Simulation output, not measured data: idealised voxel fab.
A process module follows: voxel double patterning.
The width of the displayed cross-section, cut, is 210 nm; its cells are square, with a size of 5 nm.
How to read a cross-section here: the picture is a grid of square cells, written as bands going from the top down, and any band can span one or more rows of cells. Heads up on the band format: heights come first, top then bottom, in nm. After that it's the materials left to right, each with its width in nm. A single material flagged "edge to edge" fills the whole band edge to edge, and "blank" means there's empty space there. Convention: height 0 is the level below which the wafer, as received, is all one material. The lowest band does not terminate at the bottom but continues downward, represented as "top 0, no bottom". Note: "30..40" means the width goes from the first number (top row of the band) to the second number (bottom row) in equal steps per row of cells. Given "identical to before" for a step, no cell of the cross-section differs between before and after that step. Voids not open to the top, 8 cells minimum: see "Sealed internal cavities". Written width x height at distance; distance is from the left edge; nm. Post-settings text on a step line: simulator's own remark regarding the step. For masked steps, "overlay nm" on the step line gives how far right of plan the mask actually lay; a minus sign means it lay to the left.

Planned step list for the process:
step 1: RECEIVE | material Si
step 2: CONFORMAL_DEP | material SiN | thk nm 10
step 3: DIRECTIONAL_DEP | material SiO2 | thk nm 10
step 4: DIRECTIONAL_DEP | material SiCN | thk nm 10
step 5: MASKED_ETCH | tone open | mask id FIRST | width nm 15 | pitch nm 50 | etch materials SiCN | depth nm 10 | overlay nm 0
step 6: MASKED_ETCH | tone open | mask id SECOND | width nm 15 | pitch nm 50 | etch materials SiCN | depth nm 10 | overlay nm 0
step 7: DIRECTIONAL_ETCH | etch materials SiO2 | depth nm 10
step 8: STRIP | etch materials SiCN

First wafer, two in total, run as planned:

Cross-section: wafer on arrival = after step 1:
> top 0, no bottom | Si edge to edge
> Sealed internal cavities: none

You're looking at a cross-section of the wafer after step 2:
> top 10, bottom 0 | SiN edge to edge
> Under 0: no change, same as before.

You're looking at a cross-section of the wafer after step 3:
> top 20, bottom 10 | SiO2 edge to edge
> Under 10: no change, same as before.

You're looking at a cross-section of the wafer after step 4:
> top 30, bottom 20 | SiCN edge to edge
> Under 20: no change, same as before.

You're looking at a cross-section of the wafer after step 5:
> top 30, bottom 20 | SiCN (45); blank (15); SiCN (35); blank (15); SiCN (35); blank (15); SiCN (50)
> Under 20: no change, same as before.

You're looking at a cross-section of the wafer after step 6:
> top 30, bottom 20 | SiCN (45); blank (15); SiCN (10); blank (15); SiCN (10); blank (15); SiCN (10); blank (15); SiCN (10); blank (15); SiCN (50)
> Under 20: no change, same as before.

You're looking at a cross-section of the wafer after step 7:
> top 30, bottom 20 | SiCN (45); blank (15); SiCN (10); blank (15); SiCN (10); blank (15); SiCN (10); blank (15); SiCN (10); blank (15); SiCN (50)
> top 20, bottom 10 | SiO2 (45); blank (15); SiO2 (10); blank (15); SiO2 (10); blank (15); SiO2 (10); blank (15); SiO2 (10); blank (15); SiO2 (50)
> Under 10: no change, same as before.

You're looking at a cross-section of the wafer after step 8:
> top 20, bottom 10 | SiO2 (45); blank (15); SiO2 (10); blank (15); SiO2 (10); blank (15); SiO2 (10); blank (15); SiO2 (10); blank (15); SiO2 (50)
> Under 10: no change, same as before.

Wafer two: like wafer one in start and plan, but with one mistake in execution; identical up to and including step 6:

Cross-sectional view of the second wafer at the intended end time of process step 7:
> top 30, bottom 20 | SiCN (45); blank (15); SiCN (10); blank (15); SiCN (10); blank (15); SiCN (10); blank (15); SiCN (10); blank (15); SiCN (50)
> top 20, bottom 10 | SiO2 (45); blank (15); SiO2 (10); blank (15); SiO2 (10); blank (15); SiO2 (10); blank (15); SiO2 (10); blank (15); SiO2 (50)
> Under 10: no change, same as before.

Cross-sectional view of the second wafer at the intended end time of process step 8:
> top 20, bottom 10 | SiO2 (45); blank (15); SiO2 (10); blank (15); SiO2 (10); blank (15); SiO2 (10); blank (15); SiO2 (10); blank (15); SiO2 (50)
> Under 10: no change, same as before.
Finding, execution versus plan: step 7 of the plan was twice carried out
Honestly, by the end the two wafers have the same cross-section, so the mistake just doesn't show up in what this model computes.
